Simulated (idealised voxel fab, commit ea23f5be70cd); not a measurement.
Process module under the name voxel ribs on slabs
This is section cut - it's 185 nm across, gridded in 5 nm square cells.
Cross-section layout: square cells on a grid; listed as bands, top to bottom; a band spans one or more cell rows.
Look at the band entry: it leads with the top's height and the bottom's height in nm. Then it lists the materials left to right, with a width in nm for each. The word "all across" on a single material says that material fills the band edge to edge. The word "blank" is empty space.
Ref level 0: as-received wafer is one material below here. Bottom band extends down with no lower bound ("0 and below").
Width: "30 to 40" (first number = top row, second number = bottom row, same change from row to row of cells).
You'll sometimes find "no modifications" written for a step, and that's the way of saying that nowhere in the cross-section did a cell change during that step.
"Enclosed void list" enumerates empty spaces isolated from the top, with no open way to it, that contain at least 8 cells, giving each as width x height at distance from the left edge, all three in nm.
If you see something after the settings on a step's line, that's the simulator's own remark about that step.
overlay nm, on a step with a mask: how far to the right of its planned place the mask lay; to the left if negative

Steps in the process plan
1 op RECEIVE | material Si
2 op DIRECTIONAL_DEP | material SiO2 | thk nm 25
3 op DIRECTIONAL_DEP | material SiN | thk nm 20
4 op MASKED_ETCH | tone cover | mask id RIB | width nm 25 | etch materials SiN | depth nm 10 | overlay nm 0
5 op MASKED_ETCH | tone cover | mask id SLAB | width nm 75 | etch materials SiN | depth nm 10 | overlay nm 0
6 op FILL_DEP | material SiO2 | thk nm 25
7 op CMP | height nm 60
8 op DIRECTIONAL_DEP | material TiN | thk nm 10
9 op MASKED_ETCH | tone cover | mask id HEATER | width nm 35 | etch materials TiN | depth nm 10 | overlay nm 0
10 op CONFORMAL_DEP | material SiO2 | thk nm 5

First of two wafers: run as planned

Received-state cross-section, reflecting completion of step 1
	0 and below = Si all across
	Enclosed void list: none

You're looking at a cross-section of the wafer after step 2
	25 down to 0 = SiO2 all across
	Everything under 0 stays put, no change at all.

You're looking at a cross-section of the wafer after step 3
	45 down to 25 = SiN all across
	Everything under 25 stays put, no change at all.

You're looking at a cross-section of the wafer after step 4
	45 down to 35 = blank 80 nm | SiN 25 nm | blank 80 nm
	Everything under 35 stays put, no change at all.

You're looking at a cross-section of the wafer after step 5
	45 down to 35 = blank 80 nm | SiN 25 nm | blank 80 nm
	35 down to 25 = blank 55 nm | SiN 75 nm | blank 55 nm
	Everything under 25 stays put, no change at all.

You're looking at a cross-section of the wafer after step 6
	70 down to 45 = SiO2 all across
	45 down to 35 = SiO2 80 nm | SiN 25 nm | SiO2 80 nm
	35 down to 25 = SiO2 55 nm | SiN 75 nm | SiO2 55 nm
	Everything under 25 stays put, no change at all.

You're looking at a cross-section of the wafer after step 7
	60 down to 45 = SiO2 all across
	Everything under 45 stays put, no change at all.

You're looking at a cross-section of the wafer after step 8
	70 down to 60 = TiN all across
	Everything under 60 stays put, no change at all.

You're looking at a cross-section of the wafer after step 9
	70 down to 60 = blank 75 nm | TiN 35 nm | blank 75 nm
	Everything under 60 stays put, no change at all.

You're looking at a cross-section of the wafer after step 10
	75 down to 70 = blank 70 nm | SiO2 45 nm | blank 70 nm
	70 down to 65 = blank 70 nm | SiO2 5 nm | TiN 35 nm | SiO2 5 nm | blank 70 nm
	65 down to 60 = SiO2 75 nm | TiN 35 nm | SiO2 75 nm
	Everything under 60 stays put, no change at all.

The second wafer: identical to the first at the outset and in its planned sequence, differing only in that one mistake was made during processing; up to and including step 7, its path is the first wafer's path

Second wafer at the planned finish of step 8, seen in cross-section
	65 down to 60 = TiN all across
	Everything under 60 stays put, no change at all.

Second wafer at the planned finish of step 9, seen in cross-section
	65 down to 60 = blank 75 nm | TiN 35 nm | blank 75 nm
	Everything under 60 stays put, no change at all.

Second wafer at the planned finish of step 10, seen in cross-section
	70 down to 65 = blank 70 nm | SiO2 45 nm | blank 70 nm
	65 down to 60 = SiO2 75 nm | TiN 35 nm | SiO2 75 nm
	Everything under 60 stays put, no change at all.
Deviation from plan: heads up, step 8 didn't go per plan, it actually ran as op DIRECTIONAL_DEP | material TiN | thk nm 5
The closing comparison, in cells, has the second wafer with more or fewer of some materials than the first: SiO2 -2 | TiN -7
